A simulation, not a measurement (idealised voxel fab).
process module | voxel transistor to metal
cross-section cut | 145 nm wide | cells 5 nm
A cross-section is a grid of square cells, given in bands from the top down. A band is one or more rows of cells.
Each band's line starts with the height of the band's top and of its bottom, in nm. Then come its materials from left to right, each with its width in nm. One material with "throughout" fills the band from edge to edge. "air" is empty space.
Height 0 is the level under which the wafer as received is all one material. The lowest band goes on downwards, as in "0 down".
A width such as "30 to 40" changes by the same amount from each row of cells to the next, from the band's top row to its bottom row.
"no change" after a step means that no cell of the cross-section changed.
closed voids: empty space of 8 cells or more with no open way to the top, each as width x height at its distance from the left edge, in nm
after a step's settings: what the simulator itself notes on the step
overlay nm, on a step with a mask: how far to the right of its planned place the mask lay; to the left if negative
plan
1 op RECEIVE | material Si
2 op CONFORMAL_DEP | material SiO2 | thk nm 5
3 op CONFORMAL_DEP | material SiN | thk nm 15
4 op MASKED_ETCH | tone cover | mask id ACTIVE | width nm 105 | etch materials SiN | depth nm 15 | overlay nm 0
5 op MASKED_ETCH | tone cover | mask id ACTIVE | width nm 105 | etch materials SiO2 | depth nm 5 | overlay nm 0
6 op MASKED_ETCH | tone cover | mask id ACTIVE | width nm 95 | etch materials Si | depth nm 30 | overlay nm 0
7 op FILL_DEP | material SiO2 | thk nm 15
8 op CMP | height nm 20
9 op SELECTIVE_ETCH | etch materials SiO2 | depth nm 10
10 op STRIP | etch materials SiN
11 op SELECTIVE_ETCH | etch materials SiO2 | depth nm 5
12 op OXIDIZE | depth nm 5
13 op DIRECTIONAL_DEP | material polySi | thk nm 20
14 op DIRECTIONAL_DEP | material SiCN | thk nm 10
15 op MASKED_ETCH | tone cover | mask id GATE | width nm 15 | etch materials SiCN | depth nm 20 | overlay nm 0
16 op MASKED_ETCH | tone cover | mask id GATE | width nm 15 | etch materials polySi | depth nm 30 | overlay nm 0
17 op CONFORMAL_DEP | material SiO2 | thk nm 5
18 op DIRECTIONAL_ETCH | etch materials SiO2 | depth nm 5
19 op CONFORMAL_DEP | material SiN | thk nm 5
20 op DIRECTIONAL_ETCH | etch materials SiN | depth nm 5
21 op DIRECTIONAL_ETCH | etch materials SiO2 | depth nm 5
22 op DIRECTIONAL_ETCH | etch materials Si | depth nm 10
23 op EPI | material SiGe | thk nm 15
24 op FILL_DEP | material SiO2 | thk nm 10
25 op CMP | height nm 30
26 op DIRECTIONAL_DEP | material SiO2 | thk nm 15
27 op MASKED_ETCH | tone open | mask id CONTACT | width nm 30 | pitch nm 55 | etch materials SiO2 | depth nm 35 | overlay nm 0
28 op CONFORMAL_DEP | material TiN | thk nm 5
29 op FILL_DEP | material W | thk nm 5
30 op CMP | height nm 45
31 op CONFORMAL_DEP | material SiN | thk nm 5
32 op DIRECTIONAL_DEP | material SiO2 | thk nm 20
33 op DIRECTIONAL_DEP | material aC | thk nm 10
34 op PATTERN | tone open | mask id METAL_1 | material resist | width nm 15 | pitch nm 70 | thk nm 30 | overlay nm 0
35 op DIRECTIONAL_ETCH | etch materials aC | depth nm 10
36 op STRIP | etch materials resist
37 op DIRECTIONAL_ETCH | etch materials SiO2 | depth nm 20
38 op DIRECTIONAL_ETCH | etch materials SiN | depth nm 5
39 op STRIP | etch materials aC
40 op CONFORMAL_DEP | material TiN | thk nm 5
41 op FILL_DEP | material W | thk nm 10
42 op CMP | height nm 70
43 op CONFORMAL_DEP | material SiCN | thk nm 5
44 op DIRECTIONAL_DEP | material lowk | thk nm 35
45 op MASKED_ETCH | tone open | mask id METAL_2 | width nm 15 | pitch nm 70 | etch materials lowk | depth nm 20 | overlay nm 0
46 op DIRECTIONAL_DEP | material aC | thk nm 15
47 op PATTERN | tone open | mask id METAL_2_HOLES | material resist | width nm 15 | pitch nm 70 | thk nm 30 | overlay nm 0
48 op DIRECTIONAL_ETCH | etch materials aC | depth nm 15
49 op STRIP | etch materials resist
50 op DIRECTIONAL_ETCH | etch materials lowk | depth nm 15
51 op DIRECTIONAL_ETCH | etch materials SiCN | depth nm 5
52 op STRIP | etch materials aC
53 op CONFORMAL_DEP | material TiN | thk nm 5
54 op FILL_DEP | material Ru | thk nm 10
55 op CMP | height nm 110
56 op CONFORMAL_DEP | material SiN | thk nm 5
varied across the wafers: width nm of step 6. The plan shows the first wafer's value. All wafers start alike
first wafer as received, after step 1
  0 down: Si throughout
  closed voids: none
each wafer at the end: cells of each material gained (+) or lost (-) since it was received, then its closed voids
width nm 95 | +14 Ru | -93 Si | +29 SiCN | +62 SiGe | +66 SiN | +276 SiO2 | +92 TiN | +48 W | +161 lowk | +12 polySi | closed voids: none
width nm 100 | +14 Ru | -93 Si | +29 SiCN | +62 SiGe | +66 SiN | +276 SiO2 | +92 TiN | +48 W | +161 lowk | +12 polySi | closed voids: none
width nm 105 | +14 Ru | -93 Si | +29 SiCN | +62 SiGe | +66 SiN | +276 SiO2 | +92 TiN | +48 W | +161 lowk | +12 polySi | closed voids: none
width nm 110 | +14 Ru | -88 Si | +29 SiCN | +62 SiGe | +66 SiN | +271 SiO2 | +92 TiN | +48 W | +161 lowk | +12 polySi | closed voids: none
width nm 115 | +14 Ru | -83 Si | +29 SiCN | +62 SiGe | +66 SiN | +266 SiO2 | +92 TiN | +48 W | +161 lowk | +12 polySi | closed voids: none
